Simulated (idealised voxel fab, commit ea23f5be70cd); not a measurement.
Process module under the name voxel wiring stack
In the cross-section labelled cut, the width is 240 nm and each square cell is 5 nm.
How to read a cross-section here: the picture is a grid of square cells, written as bands going from the top down, and any band can span one or more rows of cells.
Basically the band line says how high the top is and how high the bottom is, in nm, and then what's in it from left to right, every material with its width in nm. Empty space shows up as "empty", and if a single material carries "everywhere" it runs the full band edge to edge.
Basically, 0 is our baseline, since under it the wafer straight out of the box is all one material. The bottom band has no lower end and keeps on going down, so it looks like "0 -> down".
So if you see something like "30->40" for the width, read it as the top row of the band sitting at the first number and the bottom row at the second, with every row in between moving by the same amount as the last.
"no change", as given for a step, is the statement that not any cell of the cross-section underwent a change during that step.
If an empty space has no open way to the top and is at least 8 cells in size, "Closed void roster" lists it, written width x height at distance, where distance is measured from the left edge and every value is in nm.
Step line, after settings: the simulator's comment on this step.
Among the settings permitted on a step's line is "overlay nm"; applied to a step with a mask, it specifies the extent to which the mask lay to the right of its planned position, whereas a negative figure signifies a position to the left.

The steps planned for the process are as follows
| 1 | RECEIVE [material Si] |
| 2 | CONFORMAL_DEP [material SiO2] [thk nm 10] |
| 3 | DIRECTIONAL_DEP [material TiN] [thk nm 5] |
| 4 | DIRECTIONAL_DEP [material W] [thk nm 25] |
| 5 | MASKED_ETCH [tone cover] [mask id METAL_1] [width nm 20] [pitch nm 40] [etch materials W] [depth nm 25] [overlay nm 0] |
| 6 | MASKED_ETCH [tone cover] [mask id METAL_1] [width nm 20] [pitch nm 40] [etch materials TiN] [depth nm 5] [overlay nm 0] |
| 7 | FILL_DEP [material lowk] [thk nm 5] |
| 8 | CMP [height nm 40] |
| 9 | CONFORMAL_DEP [material SiCN] [thk nm 5] |
| 10 | DIRECTIONAL_DEP [material lowk] [thk nm 10] |
| 11 | MASKED_ETCH [tone open] [mask id PLUG_1] [width nm 15] [pitch nm 40] [etch materials lowk] [depth nm 10] [overlay nm 0] |
| 12 | MASKED_ETCH [tone open] [mask id PLUG_1] [width nm 15] [pitch nm 40] [etch materials SiCN] [depth nm 5] [overlay nm 0] |
| 13 | EPI [material Ru] [thk nm 10] |
| 14 | EPI [material Ru] [thk nm 5] |
| 15 | CONFORMAL_DEP [material SiCN] [thk nm 5] |
| 16 | DIRECTIONAL_DEP [material lowk] [thk nm 15] |
| 17 | PATTERN [tone open] [mask id METAL_2] [material resist] [width nm 20] [pitch nm 40] [thk nm 15] [overlay nm 0] |
| 18 | DIRECTIONAL_ETCH [etch materials lowk] [depth nm 15] |
| 19 | DIRECTIONAL_ETCH [etch materials SiCN] [depth nm 5] |
| 20 | STRIP [etch materials resist] |
| 21 | CONFORMAL_DEP [material TiN] [thk nm 5] |
| 22 | FILL_DEP [material Cu] [thk nm 10] |
| 23 | CMP [height nm 75] |
| 24 | EPI [material Ru] [thk nm 5] |
| 25 | FILL_DEP [material SiCN] [thk nm 5] |
| 26 | DIRECTIONAL_DEP [material lowk] [thk nm 20] |
| 27 | MASKED_ETCH [tone open] [mask id PLUG_2] [width nm 15] [pitch nm 80] [etch materials lowk] [depth nm 20] [overlay nm 0] |
| 28 | MASKED_ETCH [tone open] [mask id PLUG_2] [width nm 15] [pitch nm 80] [etch materials SiCN] [depth nm 5] [overlay nm 0] |
| 29 | EPI [material Ru] [thk nm 10] |
| 30 | EPI [material Ru] [thk nm 10] |
| 31 | EPI [material Ru] [thk nm 5] |
| 32 | CONFORMAL_DEP [material SiCN] [thk nm 5] |
| 33 | DIRECTIONAL_DEP [material lowk] [thk nm 25] |
| 34 | PATTERN [tone open] [mask id METAL_3] [material resist] [width nm 20] [pitch nm 40] [thk nm 20] [overlay nm 0] |
| 35 | DIRECTIONAL_ETCH [etch materials lowk] [depth nm 25] |
| 36 | DIRECTIONAL_ETCH [etch materials SiCN] [depth nm 5] |
| 37 | STRIP [etch materials resist] |
| 38 | CONFORMAL_DEP [material TiN] [thk nm 5] |
| 39 | FILL_DEP [material Ru] [thk nm 10] |
| 40 | CMP [height nm 135] |
| 41 | CONFORMAL_DEP [material SiCN] [thk nm 5] |

Incoming wafer, cross-sectional view, post step 1
    0 -> down  Si everywhere
    Closed void roster: none

Cross-section at module end, one run error; start and plan unchanged from above
    140 -> 135  SiCN everywhere
    135 -> 110  lowk (50), then TiN (5), then Ru (10), then TiN (5), then lowk (20), then TiN (5), then Ru (10), then TiN (5), then lowk (20), then TiN (5), then Ru (10), then TiN (5), then lowk (20), then TiN (5), then Ru (10), then TiN (5), then lowk (50)
    110 -> 105  SiCN (50), then TiN (20), then SiCN (20), then TiN (20), then SiCN (20), then TiN (20), then SiCN (20), then TiN (20), then SiCN (50)
    105 -> 85  lowk (50), then Ru (15), then lowk (65), then Ru (15), then lowk (95)
    85 -> 80  SiCN (50), then Ru (15), then SiCN (65), then Ru (15), then SiCN (95)
    80 -> 75  SiCN (45), then Ru (30), then SiCN (10), then Ru (30), then SiCN (10), then Ru (30), then SiCN (10), then Ru (30), then SiCN (45)
    75 -> 60  lowk (50), then TiN (5), then Cu (10), then TiN (5), then lowk (20), then TiN (5), then Cu (10), then TiN (5), then lowk (20), then TiN (5), then Cu (10), then TiN (5), then lowk (20), then TiN (5), then Cu (10), then TiN (5), then lowk (50)
    60 -> 55  SiCN (50), then TiN (20), then SiCN (20), then TiN (20), then SiCN (20), then TiN (20), then SiCN (20), then TiN (20), then SiCN (50)
    55 -> 45  lowk (45), then Ru (25), then lowk (15), then Ru (25), then lowk (15), then Ru (25), then lowk (15), then Ru (25), then lowk (50)
    45 -> 40  SiCN (50), then Ru (15), then SiCN (25), then Ru (15), then SiCN (25), then Ru (15), then SiCN (25), then Ru (15), then SiCN (55)
    40 -> 15  lowk (50), then W (20), then lowk (20), then W (20), then lowk (20), then W (20), then lowk (20), then W (20), then lowk (50)
    15 -> 10  lowk (50), then TiN (20), then lowk (20), then TiN (20), then lowk (20), then TiN (20), then lowk (20), then TiN (20), then lowk (50)
    10 -> 0  SiO2 everywhere
    0 -> down  Si everywhere
    Closed void roster: none
Here's what went sideways: rather than as planned, step 11 actually ran as MASKED_ETCH [tone open] [mask id PLUG_1] [width nm 25] [pitch nm 40] [etch materials lowk] [depth nm 10] [overlay nm 0]
